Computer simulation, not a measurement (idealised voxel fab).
The following is a process module called voxel capacitor over wiring.
The width of the displayed cross-section, cut, is 300 nm; its cells are square, with a size of 5 nm.
Notation: cross-section as square-cell grid; stated in bands, top first, going down; one or more cell rows per band.
Band: top and bottom heights (nm) first, top before bottom; then materials from left to right, widths in nm. "all across" marks a sole material filling the band edge to edge. "blank" denotes empty space.
We count height from 0. Below that, the starting wafer is all one material. The lowest band never ends at the bottom but goes on down; see "0 nm and below" for how that is written.
When a width is written as two numbers, as in "30 to 40", the first number is the width in the top row of cells of the band and the second is the width in its bottom row, and the width changes by the same amount from each row to the next.
Step note "all unchanged" = no cross-section cell changed.
"Fully sealed cavities": empty spaces of 8 cells or more with no open way to the top, each given as width x height at distance, distance from the left edge, all in nm.
Step line, after settings: the simulator's comment on this step.
A step line may carry the setting "overlay nm", which, for steps involving a mask, states the distance by which the mask lay to the right of its intended position; negative values denote displacement to the left.

Steps planned for the process:
1: RECEIVE,material Si
2: CONFORMAL_DEP,material SiO2,thk nm 15
3: CONFORMAL_DEP,material SiN,thk nm 5
4: DIRECTIONAL_DEP,material lowk,thk nm 20
5: DIRECTIONAL_DEP,material aC,thk nm 15
6: PATTERN,tone open,mask id METAL_1,material resist,width nm 20,pitch nm 85,thk nm 30,overlay nm 0
7: DIRECTIONAL_ETCH,etch materials aC,depth nm 15
8: STRIP,etch materials resist
9: DIRECTIONAL_ETCH,etch materials lowk,depth nm 20
10: DIRECTIONAL_ETCH,etch materials SiN,depth nm 5
11: STRIP,etch materials aC
12: CONFORMAL_DEP,material TiN,thk nm 5
13: FILL_DEP,material Cu,thk nm 10
14: CMP,height nm 40
15: CONFORMAL_DEP,material SiCN,thk nm 5
16: DIRECTIONAL_DEP,material lowk,thk nm 20
17: PATTERN,tone open,mask id PLUG_1,material resist,width nm 15,thk nm 20,overlay nm 0
18: DIRECTIONAL_ETCH,etch materials lowk,depth nm 20
19: DIRECTIONAL_ETCH,etch materials SiCN,depth nm 5
20: STRIP,etch materials resist
21: EPI,material Ru,thk nm 10
22: EPI,material Ru,thk nm 10
23: EPI,material Ru,thk nm 5
24: DIRECTIONAL_DEP,material TiN,thk nm 5
25: DIRECTIONAL_DEP,material SiN,thk nm 5
26: DIRECTIONAL_DEP,material TiN,thk nm 10
27: PATTERN,tone cover,mask id UPPER_PLATE,material resist,width nm 70,thk nm 15,overlay nm 0
28: DIRECTIONAL_ETCH,etch materials TiN,depth nm 10
29: DIRECTIONAL_ETCH,etch materials SiN,depth nm 5
30: STRIP,etch materials resist
31: MASKED_ETCH,tone cover,mask id LOWER_PLATE,width nm 80,etch materials TiN,depth nm 5,overlay nm 0
32: FILL_DEP,material SiO2,thk nm 20
33: CMP,height nm 100
34: MASKED_ETCH,tone open,mask id PLUG_2,width nm 15,etch materials SiO2,depth nm 15,overlay nm 0
35: CONFORMAL_DEP,material TiN,thk nm 5
36: FILL_DEP,material Cu,thk nm 10
37: CMP,height nm 100
38: CONFORMAL_DEP,material SiCN,thk nm 5

The first of a set of two wafers, run to plan:

The cross-section here shows the wafer as received, i.e. in its state after step 1:
	0 nm and below = Si all across
	Fully sealed cavities: none

Wafer section view after processing step 2:
	15 nm to 0 nm = SiO2 all across
	Everything below 0 is unchanged.

Wafer section view after processing step 3:
	20 nm to 15 nm = SiN all across
	Everything below 15 is unchanged.

Wafer section view after processing step 4:
	40 nm to 20 nm = lowk all across
	Everything below 20 is unchanged.

Wafer section view after processing step 5:
	55 nm to 40 nm = aC all across
	Everything below 40 is unchanged.

Wafer section view after processing step 6:
	85 nm to 55 nm = resist: 95, then blank: 20, then resist: 65, then blank: 20, then resist: 100
	Everything below 55 is unchanged.

Wafer section view after processing step 7:
	70 nm to 55 nm = resist: 95, then blank: 20, then resist: 65, then blank: 20, then resist: 100
	55 nm to 40 nm = aC: 95, then blank: 20, then aC: 65, then blank: 20, then aC: 100
	Everything below 40 is unchanged.

Wafer section view after processing step 8:
	55 nm to 40 nm = aC: 95, then blank: 20, then aC: 65, then blank: 20, then aC: 100
	Everything below 40 is unchanged.

Wafer section view after processing step 9:
	55 nm to 40 nm = aC: 95, then blank: 20, then aC: 65, then blank: 20, then aC: 100
	40 nm to 20 nm = lowk: 95, then blank: 20, then lowk: 65, then blank: 20, then lowk: 100
	Everything below 20 is unchanged.

Wafer section view after processing step 10:
	55 nm to 40 nm = aC: 95, then blank: 20, then aC: 65, then blank: 20, then aC: 100
	40 nm to 20 nm = lowk: 95, then blank: 20, then lowk: 65, then blank: 20, then lowk: 100
	20 nm to 15 nm = SiN: 95, then blank: 20, then SiN: 65, then blank: 20, then SiN: 100
	Everything below 15 is unchanged.

Wafer section view after processing step 11:
	40 nm to 20 nm = lowk: 95, then blank: 20, then lowk: 65, then blank: 20, then lowk: 100
	Everything below 20 is unchanged.

Wafer section view after processing step 12:
	45 nm to 40 nm = TiN: 100, then blank: 10, then TiN: 75, then blank: 10, then TiN: 105
	40 nm to 20 nm = lowk: 95, then TiN: 5, then blank: 10, then TiN: 5, then lowk: 65, then TiN: 5, then blank: 10, then TiN: 5, then lowk: 100
	20 nm to 15 nm = SiN: 95, then TiN: 20, then SiN: 65, then TiN: 20, then SiN: 100
	Everything below 15 is unchanged.

Wafer section view after processing step 13:
	55 nm to 45 nm = Cu all across
	45 nm to 40 nm = TiN: 100, then Cu: 10, then TiN: 75, then Cu: 10, then TiN: 105
	40 nm to 20 nm = lowk: 95, then TiN: 5, then Cu: 10, then TiN: 5, then lowk: 65, then TiN: 5, then Cu: 10, then TiN: 5, then lowk: 100
	Everything below 20 is unchanged.

Wafer section view after processing step 14:
	40 nm to 20 nm = lowk: 95, then TiN: 5, then Cu: 10, then TiN: 5, then lowk: 65, then TiN: 5, then Cu: 10, then TiN: 5, then lowk: 100
	Everything below 20 is unchanged.

Wafer section view after processing step 15:
	45 nm to 40 nm = SiCN all across
	Everything below 40 is unchanged.

Wafer section view after processing step 16:
	65 nm to 45 nm = lowk all across
	Everything below 45 is unchanged.

Wafer section view after processing step 17:
	85 nm to 65 nm = resist: 100, then blank: 15, then resist: 185
	Everything below 65 is unchanged.

Wafer section view after processing step 18:
	85 nm to 65 nm = resist: 100, then blank: 15, then resist: 185
	65 nm to 45 nm = lowk: 100, then blank: 15, then lowk: 185
	Everything below 45 is unchanged.

Wafer section view after processing step 19:
	85 nm to 65 nm = resist: 100, then blank: 15, then resist: 185
	65 nm to 45 nm = lowk: 100, then blank: 15, then lowk: 185
	45 nm to 40 nm = SiCN: 100, then blank: 15, then SiCN: 185
	Everything below 40 is unchanged.

Wafer section view after processing step 20:
	65 nm to 45 nm = lowk: 100, then blank: 15, then lowk: 185
	Everything below 45 is unchanged.

Wafer section view after processing step 21:
	65 nm to 50 nm = lowk: 100, then blank: 15, then lowk: 185
	50 nm to 45 nm = lowk: 100, then Ru: 15, then lowk: 185
	45 nm to 40 nm = SiCN: 100, then Ru: 15, then SiCN: 185
	Everything below 40 is unchanged.

Wafer section view after processing step 22:
	65 nm to 60 nm = lowk: 100, then blank: 15, then lowk: 185
	60 nm to 45 nm = lowk: 100, then Ru: 15, then lowk: 185
	Everything below 45 is unchanged.

Wafer section view after processing step 23:
	65 nm to 45 nm = lowk: 100, then Ru: 15, then lowk: 185
	Everything below 45 is unchanged.

Wafer section view after processing step 24:
	70 nm to 65 nm = TiN all across
	Everything below 65 is unchanged.

Wafer section view after processing step 25:
	75 nm to 70 nm = SiN all across
	Everything below 70 is unchanged.

Wafer section view after processing step 26:
	85 nm to 75 nm = TiN all across
	Everything below 75 is unchanged.

Wafer section view after processing step 27:
	100 nm to 85 nm = blank: 100, then resist: 70, then blank: 130
	Everything below 85 is unchanged.

Wafer section view after processing step 28:
	100 nm to 85 nm = blank: 100, then resist: 70, then blank: 130
	85 nm to 75 nm = blank: 100, then TiN: 70, then blank: 130
	Everything below 75 is unchanged.

Wafer section view after processing step 29:
	100 nm to 85 nm = blank: 100, then resist: 70, then blank: 130
	85 nm to 75 nm = blank: 100, then TiN: 70, then blank: 130
	75 nm to 70 nm = blank: 100, then SiN: 70, then blank: 130
	Everything below 70 is unchanged.

Wafer section view after processing step 30:
	85 nm to 75 nm = blank: 100, then TiN: 70, then blank: 130
	Everything below 75 is unchanged.

Wafer section view after processing step 31:
	85 nm to 75 nm = blank: 100, then TiN: 70, then blank: 130
	75 nm to 70 nm = blank: 100, then SiN: 70, then blank: 130
	70 nm to 65 nm = blank: 95, then TiN: 80, then blank: 125
	Everything below 65 is unchanged.

Wafer section view after processing step 32:
	105 nm to 85 nm = SiO2 all across
	85 nm to 75 nm = SiO2: 100, then TiN: 70, then SiO2: 130
	75 nm to 70 nm = SiO2: 100, then SiN: 70, then SiO2: 130
	70 nm to 65 nm = SiO2: 95, then TiN: 80, then SiO2: 125
	Everything below 65 is unchanged.

Wafer section view after processing step 33:
	100 nm to 85 nm = SiO2 all across
	Everything below 85 is unchanged.

Wafer section view after processing step 34:
	100 nm to 85 nm = SiO2: 110, then blank: 15, then SiO2: 175
	Everything below 85 is unchanged.

Wafer section view after processing step 35:
	105 nm to 100 nm = TiN: 115, then blank: 5, then TiN: 180
	100 nm to 90 nm = SiO2: 110, then TiN: 5, then blank: 5, then TiN: 5, then SiO2: 175
	90 nm to 85 nm = SiO2: 110, then TiN: 15, then SiO2: 175
	Everything below 85 is unchanged.

Wafer section view after processing step 36:
	115 nm to 105 nm = Cu all across
	105 nm to 100 nm = TiN: 115, then Cu: 5, then TiN: 180
	100 nm to 90 nm = SiO2: 110, then TiN: 5, then Cu: 5, then TiN: 5, then SiO2: 175
	Everything below 90 is unchanged.

Wafer section view after processing step 37:
	100 nm to 90 nm = SiO2: 110, then TiN: 5, then Cu: 5, then TiN: 5, then SiO2: 175
	Everything below 90 is unchanged.

Wafer section view after processing step 38:
	105 nm to 100 nm = SiCN all across
	Everything below 100 is unchanged.

It is to be noted that the second wafer proceeded from the same initial state and according to the same plan as the first, although one mistake was committed in its execution; through step 20, inclusive, the two wafers share an identical history:

Cross-sectional view of the second wafer at the intended end time of process step 22:
	70 nm to 65 nm = blank: 95, then Ru: 25, then blank: 180
	65 nm to 45 nm = lowk: 100, then Ru: 15, then lowk: 185
	45 nm to 40 nm = SiCN: 100, then Ru: 15, then SiCN: 185
	Everything below 40 is unchanged.

Cross-sectional view of the second wafer at the intended end time of process step 23:
	75 nm to 65 nm = blank: 90, then Ru: 35, then blank: 175
	Everything below 65 is unchanged.

Cross-sectional view of the second wafer at the intended end time of process step 24:
	80 nm to 75 nm = blank: 90, then TiN: 35, then blank: 175
	75 nm to 70 nm = blank: 90, then Ru: 35, then blank: 175
	70 nm to 65 nm = TiN: 90, then Ru: 35, then TiN: 175
	Everything below 65 is unchanged.

Cross-sectional view of the second wafer at the intended end time of process step 25:
	85 nm to 80 nm = blank: 90, then SiN: 35, then blank: 175
	80 nm to 75 nm = blank: 90, then TiN: 35, then blank: 175
	75 nm to 70 nm = SiN: 90, then Ru: 35, then SiN: 175
	Everything below 70 is unchanged.

Cross-sectional view of the second wafer at the intended end time of process step 26:
	95 nm to 85 nm = blank: 90, then TiN: 35, then blank: 175
	85 nm to 80 nm = TiN: 90, then SiN: 35, then TiN: 175
	80 nm to 75 nm = TiN all across
	Everything below 75 is unchanged.

Cross-sectional view of the second wafer at the intended end time of process step 27:
	110 nm to 95 nm = blank: 100, then resist: 70, then blank: 130
	95 nm to 85 nm = blank: 90, then TiN: 35, then resist: 45, then blank: 130
	Everything below 85 is unchanged.

Cross-sectional view of the second wafer at the intended end time of process step 28:
	110 nm to 95 nm = blank: 100, then resist: 70, then blank: 130
	95 nm to 85 nm = blank: 100, then TiN: 25, then resist: 45, then blank: 130
	85 nm to 80 nm = blank: 90, then SiN: 35, then TiN: 45, then blank: 130
	80 nm to 75 nm = blank: 90, then TiN: 80, then blank: 130
	Everything below 75 is unchanged.

Cross-sectional view of the second wafer at the intended end time of process step 29:
	110 nm to 95 nm = blank: 100, then resist: 70, then blank: 130
	95 nm to 85 nm = blank: 100, then TiN: 25, then resist: 45, then blank: 130
	85 nm to 80 nm = blank: 100, then SiN: 25, then TiN: 45, then blank: 130
	80 nm to 75 nm = blank: 90, then TiN: 80, then blank: 130
	75 nm to 70 nm = blank: 90, then Ru: 35, then SiN: 45, then blank: 130
	Everything below 70 is unchanged.

Cross-sectional view of the second wafer at the intended end time of process step 30:
	95 nm to 85 nm = blank: 100, then TiN: 25, then blank: 175
	Everything below 85 is unchanged.

Cross-sectional view of the second wafer at the intended end time of process step 31:
	95 nm to 85 nm = blank: 100, then TiN: 25, then blank: 175
	85 nm to 80 nm = blank: 100, then SiN: 25, then TiN: 45, then blank: 130
	80 nm to 75 nm = blank: 95, then TiN: 75, then blank: 130
	75 nm to 70 nm = blank: 90, then Ru: 35, then SiN: 45, then blank: 130
	70 nm to 65 nm = blank: 90, then Ru: 35, then TiN: 50, then blank: 125
	Everything below 65 is unchanged.

Cross-sectional view of the second wafer at the intended end time of process step 32:
	115 nm to 95 nm = SiO2 all across
	95 nm to 85 nm = SiO2: 100, then TiN: 25, then SiO2: 175
	85 nm to 80 nm = SiO2: 100, then SiN: 25, then TiN: 45, then SiO2: 130
	80 nm to 75 nm = SiO2: 95, then TiN: 75, then SiO2: 130
	75 nm to 70 nm = SiO2: 90, then Ru: 35, then SiN: 45, then SiO2: 130
	70 nm to 65 nm = SiO2: 90, then Ru: 35, then TiN: 50, then SiO2: 125
	Everything below 65 is unchanged.

Cross-sectional view of the second wafer at the intended end time of process step 33:
	100 nm to 95 nm = SiO2 all across
	Everything below 95 is unchanged.

Cross-sectional view of the second wafer at the intended end time of process step 34:
	100 nm to 95 nm = SiO2: 110, then blank: 15, then SiO2: 175
	Everything below 95 is unchanged.

Cross-sectional view of the second wafer at the intended end time of process step 35:
	105 nm to 100 nm = TiN: 115, then blank: 5, then TiN: 180
	100 nm to 95 nm = SiO2: 110, then TiN: 15, then SiO2: 175
	Everything below 95 is unchanged.

Cross-sectional view of the second wafer at the intended end time of process step 36:
	115 nm to 105 nm = Cu all across
	105 nm to 100 nm = TiN: 115, then Cu: 5, then TiN: 180
	Everything below 100 is unchanged.

Cross-sectional view of the second wafer at the intended end time of process step 37:
	100 nm to 95 nm = SiO2: 110, then TiN: 15, then SiO2: 175
	Everything below 95 is unchanged.

Cross-sectional view of the second wafer at the intended end time of process step 38:
	105 nm to 100 nm = SiCN all across
	Everything below 100 is unchanged.
So what did we get wrong on this run? twice-run step: one of the identical 21 and 22, not identifiable
Wrapping up, a cell-based count of both wafers puts the second over or under the first for these materials: -2 Cu | +14 Ru | -8 SiO2 | -4 TiN
